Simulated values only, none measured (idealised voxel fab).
voxel wiring stack: a process module
Section cut is 275 nm wide and gridded with 5 nm square cells.
Cross-section spec: square-cell grid; bands listed top down; each band is one or more rows. What a band's entry tells you: where the top is and where the bottom is, as heights in nm, and after that what lies inside, material by material from left to right, each with its width in nm. Empty space is written as the word "blank", and a single material marked with the word "full width" occupies the band from edge to edge. We count height from 0. Below that, the starting wafer is all one material. The lowest band never ends at the bottom but goes on down; see "0 nm and below" for how that is written. Graded width ("30..40"): value in top row of band = first number; value in bottom row = second number; row-to-row change constant. "stayed the same" -> step changed no cross-section cell. The entry titled "Tabulated closed voids" provides the empty spaces that have no open way to the top, restricted to those of 8 cells or more. Each is presented as width x height at distance, the distance being measured from the left edge, with all three in nm. Anything after a step's settings on that line? It's the simulator's own note about the step. overlay nm: on a step with a mask, how far right of its planned place the mask lay; negative means left.

Below is the list of planned process steps
1. RECEIVE (material Si)
2. CONFORMAL_DEP (material SiO2; thk nm 15)
3. CONFORMAL_DEP (material SiCN; thk nm 5)
4. DIRECTIONAL_DEP (material SiO2; thk nm 20)
5. DIRECTIONAL_DEP (material aC; thk nm 15)
6. PATTERN (tone open; mask id METAL_1; material resist; width nm 30; pitch nm 45; thk nm 30; overlay nm 0)
7. DIRECTIONAL_ETCH (etch materials aC; depth nm 15)
8. STRIP (etch materials resist)
9. DIRECTIONAL_ETCH (etch materials SiO2; depth nm 20)
10. DIRECTIONAL_ETCH (etch materials SiCN; depth nm 5)
11. STRIP (etch materials aC)
12. CONFORMAL_DEP (material TiN; thk nm 5)
13. FILL_DEP (material Cu; thk nm 5)
14. CMP (height nm 40)
15. CONFORMAL_DEP (material SiCN; thk nm 5)
16. DIRECTIONAL_DEP (material lowk; thk nm 30)
17. PATTERN (tone open; mask id METAL_2; material resist; width nm 30; pitch nm 45; thk nm 15; overlay nm 0)
18. DIRECTIONAL_ETCH (etch materials lowk; depth nm 15)
19. STRIP (etch materials resist)
20. PATTERN (tone open; mask id METAL_2_HOLES; material resist; width nm 15; pitch nm 90; thk nm 20; overlay nm 0)
21. DIRECTIONAL_ETCH (etch materials lowk; depth nm 15)
22. DIRECTIONAL_ETCH (etch materials SiCN; depth nm 5)
23. STRIP (etch materials resist)
24. CONFORMAL_DEP (material TiN; thk nm 5)
25. FILL_DEP (material Cu; thk nm 5)
26. CMP (height nm 75)
27. CONFORMAL_DEP (material SiCN; thk nm 5)
28. DIRECTIONAL_DEP (material lowk; thk nm 25)
29. DIRECTIONAL_DEP (material aC; thk nm 15)
30. PATTERN (tone open; mask id METAL_3; material resist; width nm 30; pitch nm 45; thk nm 30; overlay nm 0)
31. DIRECTIONAL_ETCH (etch materials aC; depth nm 15)
32. STRIP (etch materials resist)
33. DIRECTIONAL_ETCH (etch materials lowk; depth nm 15)
34. STRIP (etch materials aC)
35. DIRECTIONAL_DEP (material aC; thk nm 10)
36. PATTERN (tone open; mask id METAL_3_HOLES; material resist; width nm 15; pitch nm 90; thk nm 25; overlay nm 0)
37. DIRECTIONAL_ETCH (etch materials aC; depth nm 10)
38. STRIP (etch materials resist)
39. DIRECTIONAL_ETCH (etch materials lowk; depth nm 10)
40. DIRECTIONAL_ETCH (etch materials SiCN; depth nm 5)
41. STRIP (etch materials aC)
42. CONFORMAL_DEP (material TiN; thk nm 5)
43. FILL_DEP (material Cu; thk nm 5)
44. CMP (height nm 105)
45. CONFORMAL_DEP (material SiCN; thk nm 5)
Quick note for whoever runs this: the wafers start identical, but the width nm at step 36 isn't the same across them. The plan just shows what the first wafer had.

Received wafers, first of several: cross-section after step 1
* 0 nm and below  Si full width
* Tabulated closed voids: none

End-of-module cross-section, first of several wafers, after last step 45
* 110 nm to 105 nm  SiCN full width
* 105 nm to 95 nm  lowk: 75  TiN: 5  Cu: 20  TiN: 5  lowk: 15  TiN: 5  Cu: 20  TiN: 5  lowk: 15  TiN: 5  Cu: 20  TiN: 5  lowk: 80
* 95 nm to 90 nm  lowk: 75  TiN: 5  Cu: 5  TiN: 20  lowk: 15  TiN: 30  lowk: 15  TiN: 5  Cu: 5  TiN: 20  lowk: 80
* 90 nm to 80 nm  lowk: 75  TiN: 5  Cu: 5  TiN: 5  lowk: 75  TiN: 5  Cu: 5  TiN: 5  lowk: 95
* 80 nm to 75 nm  SiCN: 75  TiN: 15  SiCN: 75  TiN: 15  SiCN: 95
* 75 nm to 65 nm  lowk: 75  TiN: 5  Cu: 20  TiN: 5  lowk: 15  TiN: 5  Cu: 20  TiN: 5  lowk: 15  TiN: 5  Cu: 20  TiN: 5  lowk: 80
* 65 nm to 60 nm  lowk: 75  TiN: 5  Cu: 5  TiN: 20  lowk: 15  TiN: 30  lowk: 15  TiN: 5  Cu: 5  TiN: 20  lowk: 80
* 60 nm to 45 nm  lowk: 75  TiN: 5  Cu: 5  TiN: 5  lowk: 75  TiN: 5  Cu: 5  TiN: 5  lowk: 95
* 45 nm to 40 nm  SiCN: 75  TiN: 15  SiCN: 75  TiN: 15  SiCN: 95
* 40 nm to 20 nm  SiO2: 75  TiN: 5  Cu: 20  TiN: 5  SiO2: 15  TiN: 5  Cu: 20  TiN: 5  SiO2: 15  TiN: 5  Cu: 20  TiN: 5  SiO2: 80
* 20 nm to 15 nm  SiCN: 75  TiN: 30  SiCN: 15  TiN: 30  SiCN: 15  TiN: 30  SiCN: 80
* 15 nm to 0 nm  SiO2 full width
* 0 nm and below  Si full width
* Tabulated closed voids: none

Cross-section of the final wafer among several, taken at the end of the module
* 110 nm to 105 nm  SiCN full width
* 105 nm to 95 nm  lowk: 70  TiN: 5..10  Cu: 25..20  TiN: 5  lowk: 15  TiN: 5  Cu: 20  TiN: 5  lowk: 10  TiN: 5..10  Cu: 25..20  TiN: 5  lowk: 80
* 95 nm to 90 nm  lowk: 75  TiN: 5  Cu: 15  TiN: 10  lowk: 15  TiN: 30  lowk: 15  TiN: 5  Cu: 15  TiN: 10  lowk: 80
* 90 nm to 80 nm  lowk: 75  TiN: 5  Cu: 15  TiN: 5  lowk: 65  TiN: 5  Cu: 15  TiN: 5  lowk: 85
* 80 nm to 75 nm  SiCN: 75  TiN: 25  SiCN: 65  TiN: 25  SiCN: 85
* 75 nm to 65 nm  lowk: 75  TiN: 5  Cu: 20  TiN: 5  lowk: 15  TiN: 5  Cu: 20  TiN: 5  lowk: 15  TiN: 5  Cu: 20  TiN: 5  lowk: 80
* 65 nm to 60 nm  lowk: 75  TiN: 5  Cu: 5  TiN: 20  lowk: 15  TiN: 30  lowk: 15  TiN: 5  Cu: 5  TiN: 20  lowk: 80
* 60 nm to 45 nm  lowk: 75  TiN: 5  Cu: 5  TiN: 5  lowk: 75  TiN: 5  Cu: 5  TiN: 5  lowk: 95
* 45 nm to 40 nm  SiCN: 75  TiN: 15  SiCN: 75  TiN: 15  SiCN: 95
* 40 nm to 20 nm  SiO2: 75  TiN: 5  Cu: 20  TiN: 5  SiO2: 15  TiN: 5  Cu: 20  TiN: 5  SiO2: 15  TiN: 5  Cu: 20  TiN: 5  SiO2: 80
* 20 nm to 15 nm  SiCN: 75  TiN: 30  SiCN: 15  TiN: 30  SiCN: 15  TiN: 30  SiCN: 80
* 15 nm to 0 nm  SiO2 full width
* 0 nm and below  Si full width
* Tabulated closed voids: none

The table below has one row for each wafer; a row shows, as of the end of the module, how many cells of each material the wafer has gained, marked (+), or lost, marked (-), since it was received, and then the wafer's closed voids
width nm 15 | +110 Cu | +190 SiCN | +313 SiO2 | +130 TiN | +467 lowk | Tabulated closed voids: none
width nm 20 | +116 Cu | +188 SiCN | +313 SiO2 | +130 TiN | +463 lowk | Tabulated closed voids: none
width nm 25 | +118 Cu | +188 SiCN | +313 SiO2 | +132 TiN | +459 lowk | Tabulated closed voids: none
width nm 30 | +124 Cu | +186 SiCN | +313 SiO2 | +132 TiN | +455 lowk | Tabulated closed voids: none
